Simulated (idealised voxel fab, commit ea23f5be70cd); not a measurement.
Proc. module: voxel ribs on slabs
Section shown: cut. Width: 300 nm. Cell size: 5 nm, square.
Cross-section, as written here: a square-cell grid given band by band from the top down, where a band holds one or more rows of cells. Band: top height; bottom height; in nm. Then, left to right: material with width in nm, for each material. "edge to edge": a single material spanning edge to edge. "blank": empty space. Heights are reckoned from 0. Under this level, the received wafer is all of one material. The bottommost band is open-ended downward, for example "z 0 and below". The expression "30->40" gives the width at the extremes of the band, the first number at its top row of cells and the second at its bottom row, with the width changing by equal amounts from each row to the next in between. Given "no change occurred" for a step, no cell of the cross-section differs between before and after that step. Any empty space of 8 cells or more lacking an open way to the top shows up in "Closed cavity list" as width x height at distance, distance from the left edge, in nm. Anything after a step's settings on that line? It's the simulator's own note about the step. overlay nm: mask offset rightward from planned place, masked step; negative means leftward offset.

Listed below are the process steps as planned
| 1 | RECEIVE,material Si |
| 2 | DIRECTIONAL_DEP,material SiO2,thk nm 30 |
| 3 | DIRECTIONAL_DEP,material polySi,thk nm 20 |
| 4 | MASKED_ETCH,tone cover,mask id RIB,width nm 20,etch materials polySi,depth nm 5,overlay nm 0 |
| 5 | DIRECTIONAL_DEP,material aC,thk nm 10 |
| 6 | PATTERN,tone cover,mask id SLAB,material resist,width nm 50,thk nm 30,overlay nm 0 |
| 7 | DIRECTIONAL_ETCH,etch materials aC,depth nm 10 |
| 8 | STRIP,etch materials resist |
| 9 | DIRECTIONAL_ETCH,etch materials polySi,depth nm 5 |
| 10 | STRIP,etch materials aC |
| 11 | FILL_DEP,material SiO2,thk nm 25 |
| 12 | CMP,height nm 70 |
| 13 | DIRECTIONAL_DEP,material TiN,thk nm 10 |
| 14 | PATTERN,tone cover,mask id HEATER,material resist,width nm 30,thk nm 15,overlay nm 0 |
| 15 | DIRECTIONAL_ETCH,etch materials TiN,depth nm 10 |
| 16 | STRIP,etch materials resist |
| 17 | CONFORMAL_DEP,material SiO2,thk nm 5 |
Heads up: all these wafers start the same, and what changes between them is the depth nm in step 9. The value you see in the plan is just what the first wafer got.

First of several wafers (as received, post step 1), cross-sectional view
- z 0 and below = Si edge to edge
- Closed cavity list: none

Last step of the module is step 17; after it, the first of several wafers in cross-section
- z 85 to 80 = blank=130 / SiO2=40 / blank=130
- z 80 to 75 = blank=130 / SiO2=5 / TiN=30 / SiO2=5 / blank=130
- z 75 to 70 = SiO2=135 / TiN=30 / SiO2=135
- z 70 to 50 = SiO2 edge to edge
- z 50 to 40 = SiO2=140->125 / polySi=20->50 / SiO2=140->125
- z 40 to 30 = polySi edge to edge
- z 30 to 0 = SiO2 edge to edge
- z 0 and below = Si edge to edge
- Closed cavity list: none

The final wafer, sectioned at module end
- z 85 to 80 = blank=130 / SiO2=40 / blank=130
- z 80 to 75 = blank=130 / SiO2=5 / TiN=30 / SiO2=5 / blank=130
- z 75 to 70 = SiO2=135 / TiN=30 / SiO2=135
- z 70 to 50 = SiO2 edge to edge
- z 50 to 45 = SiO2=140 / polySi=20 / SiO2=140
- z 45 to 30 = SiO2=125 / polySi=50 / SiO2=125
- z 30 to 0 = SiO2 edge to edge
- z 0 and below = Si edge to edge
- Closed cavity list: none

What follows is a table in which each wafer occupies a row; for the wafer as it stands at the close of the module, the row states, material by material, how many cells have been gained (+) or lost (-) since receipt, and then gives its closed voids
depth nm 5; +770 SiO2; +12 TiN; +134 polySi; Closed cavity list: none
depth nm 10; +820 SiO2; +12 TiN; +84 polySi; Closed cavity list: none
depth nm 15; +870 SiO2; +12 TiN; +34 polySi; Closed cavity list: none
depth nm 20; +870 SiO2; +12 TiN; +34 polySi; Closed cavity list: none
depth nm 25; +870 SiO2; +12 TiN; +34 polySi; Closed cavity list: none
depth nm 30; +870 SiO2; +12 TiN; +34 polySi; Closed cavity list: none
